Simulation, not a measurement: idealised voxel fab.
Process module heading - voxel ribs on slabs
For reference, the cross-section in this document is cut, with width 155 nm and square cells of 5 nm.
In what follows, cross-sections appear as grids of square cells, described through bands that run from the top down, where every band is one or more rows of cells.
For a band, the entry starts with two heights in nm, that of the top and then that of the bottom, and carries on with the band's materials in order from left to right, each alongside its width in nm; the word "everywhere" beside a single material means it fills the band edge to edge, and "air" means empty space.
Height 0 is the level under which the wafer as received is all one material. The lowest band goes on downwards, as in "from 0 down".
When a width is written as two numbers, as in "30 to 40", the first number is the width in the top row of cells of the band and the second is the width in its bottom row, and the width changes by the same amount from each row to the next.
It should be understood that the words "stayed the same", when stated for a given step, signify that the cross-section underwent no change in any of its cells during that step.
Empty spaces without an open route to the top, at least 8 cells in extent, make up the entry "Closed void table"; each is given as width x height at distance, where the distance is measured from the left edge, and all are in nm.
Heads up: the bit after the settings on a step's line is the simulator's remark on that step.
Steps that use a mask can have "overlay nm" on their line. It says how far the mask sat to the right of where it was meant to be. Negative means to the left.
This section lists the process steps that were planned:
1 op RECEIVE | material Si
2 op DIRECTIONAL_DEP | material SiO2 | thk nm 25
3 op DIRECTIONAL_DEP | material SiN | thk nm 20
4 op DIRECTIONAL_DEP | material aC | thk nm 15
5 op PATTERN | tone cover | mask id RIB | material resist | width nm 30 | thk nm 35 | overlay nm 0
6 op DIRECTIONAL_ETCH | etch materials aC | depth nm 15
7 op STRIP | etch materials resist
8 op DIRECTIONAL_ETCH | etch materials SiN | depth nm 10
9 op STRIP | etch materials aC
10 op DIRECTIONAL_DEP | material aC | thk nm 15
11 op PATTERN | tone cover | mask id SLAB | material resist | width nm 60 | thk nm 30 | overlay nm 0
12 op DIRECTIONAL_ETCH | etch materials aC | depth nm 15
13 op STRIP | etch materials resist
14 op DIRECTIONAL_ETCH | etch materials SiN | depth nm 10
15 op STRIP | etch materials aC
16 op FILL_DEP | material SiO2 | thk nm 20
17 op CMP | height nm 55
18 op DIRECTIONAL_DEP | material TiN | thk nm 10
19 op PATTERN | tone cover | mask id HEATER | material resist | width nm 40 | thk nm 20 | overlay nm 0
20 op DIRECTIONAL_ETCH | etch materials TiN | depth nm 10
21 op STRIP | etch materials resist
22 op CONFORMAL_DEP | material SiN | thk nm 5
As-received wafer cross-section (after step 1):
    from 0 down = Si everywhere
    Closed void table: none
This is how the wafer looks in cross-section once the module is done, given the starting state and plan above and one mistake in carrying the plan out:
    from 65 to 55 = 55 nm air; 40 nm TiN; 60 nm air
    from 55 to 45 = SiO2 everywhere
    from 45 to 35 = 60 nm SiO2; 30 nm SiN; 65 nm SiO2
    from 35 to 25 = 45 nm SiO2; 60 nm SiN; 50 nm SiO2
    from 25 to 0 = SiO2 everywhere
    from 0 down = Si everywhere
    Closed void table: none
Error vs. plan: step 22 of the plan did not run at all; it was left out
